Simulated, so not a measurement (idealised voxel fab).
The following process module bears the name voxel self aligned contacts.
Square cell edge 5 nm, section width 265 nm, ID cut.
Cross-section, as written here: a square-cell grid given band by band from the top down, where a band holds one or more rows of cells. Quick guide to a band line: top height, bottom height (nm) up front; then every material left to right with its width in nm. Only one material and it's marked "all across"? Then it fills the band edge to edge. And "air" just means empty space. Ref level 0: as-received wafer is one material below here. Bottom band extends down with no lower bound ("0 and below"). You'd read "30->40" like this: the band's top row of cells is as wide as the first number, its bottom row is as wide as the second, and going down, every row changes width by the same amount as the row before did. For the purposes of this document, the phrase "no change" attached to a step denotes that no cell within the cross-section was modified by that step. "Voids, enclosed" enumerates empty spaces isolated from the top, with no open way to it, that contain at least 8 cells, giving each as width x height at distance from the left edge, all three in nm. Heads up: the bit after the settings on a step's line is the simulator's remark on that step. overlay nm: on a step with a mask, how far right of its planned place the mask lay; negative means left.
-- Intended process steps
1: RECEIVE,material Si
2: CONFORMAL_DEP,material SiO2,thk nm 5
3: DIRECTIONAL_DEP,material polySi,thk nm 25
4: DIRECTIONAL_DEP,material SiN,thk nm 20
5: PATTERN,tone cover,mask id GATE,material resist,width nm 30,pitch nm 70,thk nm 20,overlay nm 0
6: DIRECTIONAL_ETCH,etch materials SiN,depth nm 20
7: DIRECTIONAL_ETCH,etch materials polySi,depth nm 25
8: STRIP,etch materials resist
9: CONFORMAL_DEP,material SiN,thk nm 10
10: DIRECTIONAL_ETCH,etch materials SiN,depth nm 10
11: FILL_DEP,material SiO2,thk nm 15
12: CMP,height nm 60
13: MASKED_ETCH,tone open,mask id CONTACT,width nm 50,pitch nm 70,etch materials SiO2,depth nm 60,overlay nm 0
14: CONFORMAL_DEP,material TiN,thk nm 5
15: FILL_DEP,material Ru,thk nm 10
16: CMP,height nm 60
17: CONFORMAL_DEP,material SiN,thk nm 5
-- The first wafer of two, processed as planned
-- Cross-sectional view of the wafer in its as-received condition, corresponding to the state after step 1
- 0 and below  Si all across
- Voids, enclosed: none
-- So this is the wafer cross-section right after step 2
- 5 down to 0  SiO2 all across
- Everything under 0 stays put, no change at all.
-- So this is the wafer cross-section right after step 3
- 30 down to 5  polySi all across
- Everything under 5 stays put, no change at all.
-- So this is the wafer cross-section right after step 4
- 50 down to 30  SiN all across
- Everything under 30 stays put, no change at all.
-- So this is the wafer cross-section right after step 5
- 70 down to 50  air (45), resist (30), air (40), resist (30), air (40), resist (30), air (50)
- Everything under 50 stays put, no change at all.
-- So this is the wafer cross-section right after step 6
- 70 down to 50  air (45), resist (30), air (40), resist (30), air (40), resist (30), air (50)
- 50 down to 30  air (45), SiN (30), air (40), SiN (30), air (40), SiN (30), air (50)
- Everything under 30 stays put, no change at all.
-- So this is the wafer cross-section right after step 7
- 70 down to 50  air (45), resist (30), air (40), resist (30), air (40), resist (30), air (50)
- 50 down to 30  air (45), SiN (30), air (40), SiN (30), air (40), SiN (30), air (50)
- 30 down to 5  air (45), polySi (30), air (40), polySi (30), air (40), polySi (30), air (50)
- Everything under 5 stays put, no change at all.
-- So this is the wafer cross-section right after step 8
- 50 down to 30  air (45), SiN (30), air (40), SiN (30), air (40), SiN (30), air (50)
- Everything under 30 stays put, no change at all.
-- So this is the wafer cross-section right after step 9
- 60 down to 30  air (35), SiN (50), air (20), SiN (50), air (20), SiN (50), air (40)
- 30 down to 15  air (35), SiN (10), polySi (30), SiN (10), air (20), SiN (10), polySi (30), SiN (10), air (20), SiN (10), polySi (30), SiN (10), air (40)
- 15 down to 5  SiN (45), polySi (30), SiN (40), polySi (30), SiN (40), polySi (30), SiN (50)
- Everything under 5 stays put, no change at all.
-- So this is the wafer cross-section right after step 10
- 50 down to 30  air (35), SiN (50), air (20), SiN (50), air (20), SiN (50), air (40)
- 30 down to 5  air (35), SiN (10), polySi (30), SiN (10), air (20), SiN (10), polySi (30), SiN (10), air (20), SiN (10), polySi (30), SiN (10), air (40)
- Everything under 5 stays put, no change at all.
-- So this is the wafer cross-section right after step 11
- 65 down to 50  SiO2 all across
- 50 down to 30  SiO2 (35), SiN (50), SiO2 (20), SiN (50), SiO2 (20), SiN (50), SiO2 (40)
- 30 down to 5  SiO2 (35), SiN (10), polySi (30), SiN (10), SiO2 (20), SiN (10), polySi (30), SiN (10), SiO2 (20), SiN (10), polySi (30), SiN (10), SiO2 (40)
- Everything under 5 stays put, no change at all.
-- So this is the wafer cross-section right after step 12
- 60 down to 50  SiO2 all across
- Everything under 50 stays put, no change at all.
-- So this is the wafer cross-section right after step 13
- 60 down to 50  SiO2 (70), air (50), SiO2 (20), air (50), SiO2 (75)
- 50 down to 30  SiO2 (35), SiN (50), air (20), SiN (50), air (20), SiN (50), SiO2 (40)
- 30 down to 5  SiO2 (35), SiN (10), polySi (30), SiN (10), air (20), SiN (10), polySi (30), SiN (10), air (20), SiN (10), polySi (30), SiN (10), SiO2 (40)
- 5 down to 0  SiO2 (85), air (20), SiO2 (50), air (20), SiO2 (90)
- Everything under 0 stays put, no change at all.
-- So this is the wafer cross-section right after step 14
- 65 down to 60  TiN (75), air (40), TiN (30), air (40), TiN (80)
- 60 down to 50  SiO2 (70), TiN (5->20), air (40->10), TiN (5->20), SiO2 (20), TiN (5->20), air (40->10), TiN (5->20), SiO2 (75)
- 50 down to 30  SiO2 (35), SiN (50), TiN (5), air (10), TiN (5), SiN (50), TiN (5), air (10), TiN (5), SiN (50), SiO2 (40)
- 30 down to 5  SiO2 (35), SiN (10), polySi (30), SiN (10), TiN (5), air (10), TiN (5), SiN (10), polySi (30), SiN (10), TiN (5), air (10), TiN (5), SiN (10), polySi (30), SiN (10), SiO2 (40)
- 5 down to 0  SiO2 (85), TiN (20), SiO2 (50), TiN (20), SiO2 (90)
- Everything under 0 stays put, no change at all.
-- So this is the wafer cross-section right after step 15
- 75 down to 65  Ru all across
- 65 down to 60  TiN (75), Ru (40), TiN (30), Ru (40), TiN (80)
- 60 down to 50  SiO2 (70), TiN (5->20), Ru (40->10), TiN (5->20), SiO2 (20), TiN (5->20), Ru (40->10), TiN (5->20), SiO2 (75)
- 50 down to 30  SiO2 (35), SiN (50), TiN (5), Ru (10), TiN (5), SiN (50), TiN (5), Ru (10), TiN (5), SiN (50), SiO2 (40)
- 30 down to 5  SiO2 (35), SiN (10), polySi (30), SiN (10), TiN (5), Ru (10), TiN (5), SiN (10), polySi (30), SiN (10), TiN (5), Ru (10), TiN (5), SiN (10), polySi (30), SiN (10), SiO2 (40)
- Everything under 5 stays put, no change at all.
-- So this is the wafer cross-section right after step 16
- 60 down to 50  SiO2 (70), TiN (5->20), Ru (40->10), TiN (5->20), SiO2 (20), TiN (5->20), Ru (40->10), TiN (5->20), SiO2 (75)
- Everything under 50 stays put, no change at all.
-- So this is the wafer cross-section right after step 17
- 65 down to 60  SiN all across
- Everything under 60 stays put, no change at all.
-- Wafer two: like wafer one in start and plan, but with one mistake in execution; identical up to and including step 2
-- Second wafer, cut view, end of step 3 per plan
- 30 down to 5  TiN all across
- Everything under 5 stays put, no change at all.
-- Second wafer, cut view, end of step 4 per plan
- 50 down to 30  SiN all across
- Everything under 30 stays put, no change at all.
-- Second wafer, cut view, end of step 5 per plan
- 70 down to 50  air (45), resist (30), air (40), resist (30), air (40), resist (30), air (50)
- Everything under 50 stays put, no change at all.
-- Second wafer, cut view, end of step 6 per plan
- 70 down to 50  air (45), resist (30), air (40), resist (30), air (40), resist (30), air (50)
- 50 down to 30  air (45), SiN (30), air (40), SiN (30), air (40), SiN (30), air (50)
- Everything under 30 stays put, no change at all.
Second wafer, cut view, end of step 7 per plan: no change
-- Second wafer, cut view, end of step 8 per plan
- 50 down to 30  air (45), SiN (30), air (40), SiN (30), air (40), SiN (30), air (50)
- Everything under 30 stays put, no change at all.
-- Second wafer, cut view, end of step 9 per plan
- 60 down to 40  air (35), SiN (50), air (20), SiN (50), air (20), SiN (50), air (40)
- 40 down to 30  SiN all across
- Everything under 30 stays put, no change at all.
-- Second wafer, cut view, end of step 10 per plan
- 50 down to 30  air (35), SiN (50), air (20), SiN (50), air (20), SiN (50), air (40)
- Everything under 30 stays put, no change at all.
-- Second wafer, cut view, end of step 11 per plan
- 65 down to 50  SiO2 all across
- 50 down to 30  SiO2 (35), SiN (50), SiO2 (20), SiN (50), SiO2 (20), SiN (50), SiO2 (40)
- Everything under 30 stays put, no change at all.
-- Second wafer, cut view, end of step 12 per plan
- 60 down to 50  SiO2 all across
- Everything under 50 stays put, no change at all.
-- Second wafer, cut view, end of step 13 per plan
- 60 down to 50  SiO2 (70), air (50), SiO2 (20), air (50), SiO2 (75)
- 50 down to 30  SiO2 (35), SiN (50), air (20), SiN (50), air (20), SiN (50), SiO2 (40)
- Everything under 30 stays put, no change at all.
-- Second wafer, cut view, end of step 14 per plan
- 65 down to 60  TiN (75), air (40), TiN (30), air (40), TiN (80)
- 60 down to 50  SiO2 (70), TiN (5->20), air (40->10), TiN (5->20), SiO2 (20), TiN (5->20), air (40->10), TiN (5->20), SiO2 (75)
- 50 down to 35  SiO2 (35), SiN (50), TiN (5), air (10), TiN (5), SiN (50), TiN (5), air (10), TiN (5), SiN (50), SiO2 (40)
- 35 down to 30  SiO2 (35), SiN (50), TiN (20), SiN (50), TiN (20), SiN (50), SiO2 (40)
- Everything under 30 stays put, no change at all.
-- Second wafer, cut view, end of step 15 per plan
- 75 down to 65  Ru all across
- 65 down to 60  TiN (75), Ru (40), TiN (30), Ru (40), TiN (80)
- 60 down to 50  SiO2 (70), TiN (5->20), Ru (40->10), TiN (5->20), SiO2 (20), TiN (5->20), Ru (40->10), TiN (5->20), SiO2 (75)
- 50 down to 35  SiO2 (35), SiN (50), TiN (5), Ru (10), TiN (5), SiN (50), TiN (5), Ru (10), TiN (5), SiN (50), SiO2 (40)
- Everything under 35 stays put, no change at all.
-- Second wafer, cut view, end of step 16 per plan
- 60 down to 50  SiO2 (70), TiN (5->20), Ru (40->10), TiN (5->20), SiO2 (20), TiN (5->20), Ru (40->10), TiN (5->20), SiO2 (75)
- Everything under 50 stays put, no change at all.
-- Second wafer, cut view, end of step 17 per plan
- 65 down to 60  SiN all across
- Everything under 60 stays put, no change at all.
Short version of what went wrong: heads up, step 3 didn't go per plan, it actually ran as DIRECTIONAL_DEP,material TiN,thk nm 25
Final cells, second wafer relative to first, materials higher or lower: Ru: 24 fewer; SiN: 60 fewer; SiO2: 67 fewer; TiN: 241 more; polySi: 90 fewer
